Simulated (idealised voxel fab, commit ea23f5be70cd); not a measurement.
process module | voxel released beams
cross-section cut | 190 nm wide | cells 5 nm
A cross-section is a grid of square cells, given in bands from the top down. A band is one or more rows of cells.
Each band's line starts with the height of the band's top and of its bottom, in nm. Then come its materials from left to right, each with its width in nm. One material with "throughout" fills the band from edge to edge. "air" is empty space.
Height 0 is the level under which the wafer as received is all one material. The lowest band goes on downwards, as in "0 down".
A width such as "30 to 40" changes by the same amount from each row of cells to the next, from the band's top row to its bottom row.
"no change" after a step means that no cell of the cross-section changed.
closed voids: empty space of 8 cells or more with no open way to the top, each as width x height at its distance from the left edge, in nm
after a step's settings: what the simulator itself notes on the step
overlay nm, on a step with a mask: how far to the right of its planned place the mask lay; to the left if negative
plan
1 op RECEIVE | material Si
2 op CONFORMAL_DEP | material SiN | thk nm 10
3 op DIRECTIONAL_DEP | material SiO2 | thk nm 10
4 op DIRECTIONAL_DEP | material aC | thk nm 15
5 op PATTERN | tone open | mask id ANCHOR | material resist | width nm 35 | thk nm 35 | overlay nm -15
6 op DIRECTIONAL_ETCH | etch materials aC | depth nm 15
7 op STRIP | etch materials resist
8 op DIRECTIONAL_ETCH | etch materials SiO2 | depth nm 10
9 op STRIP | etch materials aC
10 op CONFORMAL_DEP | material TiN | thk nm 10
11 op DIRECTIONAL_DEP | material aC | thk nm 10
12 op PATTERN | tone cover | mask id BEAM | material resist | width nm 100 | thk nm 30 | overlay nm 0
13 op DIRECTIONAL_ETCH | etch materials aC | depth nm 10
14 op STRIP | etch materials resist
15 op DIRECTIONAL_ETCH | etch materials TiN | depth nm 10
16 op STRIP | etch materials aC
17 op STRIP | etch materials SiO2
varied across the wafers: overlay nm of step 5. The plan shows the first wafer's value. All wafers start alike
first wafer as received, after step 1
  0 down: Si throughout
  closed voids: none
first wafer at the end, after step 17
  30 to 20: air 55 | TiN 85 | air 50
  20 to 10: air 30 | TiN 35 | air 125
  10 to 0: SiN throughout
  0 down: Si throughout
  closed voids: none
last wafer at the end
  30 to 20: air 40 | TiN 30 | air 15 | TiN 55 | air 50
  20 to 10: air 60 | TiN 35 | air 95
  10 to 0: SiN throughout
  0 down: Si throughout
  closed voids: none
each wafer at the end: cells of each material gained (+) or lost (-) since it was received, then its closed voids
overlay nm -15 | +76 SiN | +48 TiN | closed voids: none
overlay nm -10 | +76 SiN | +48 TiN | closed voids: none
overlay nm -5 | +76 SiN | +48 TiN | closed voids: none
overlay nm 0 | +76 SiN | +48 TiN | closed voids: none
overlay nm 5 | +76 SiN | +48 TiN | closed voids: none
overlay nm 10 | +76 SiN | +48 TiN | closed voids: none
overlay nm 15 | +76 SiN | +48 TiN | closed voids: none
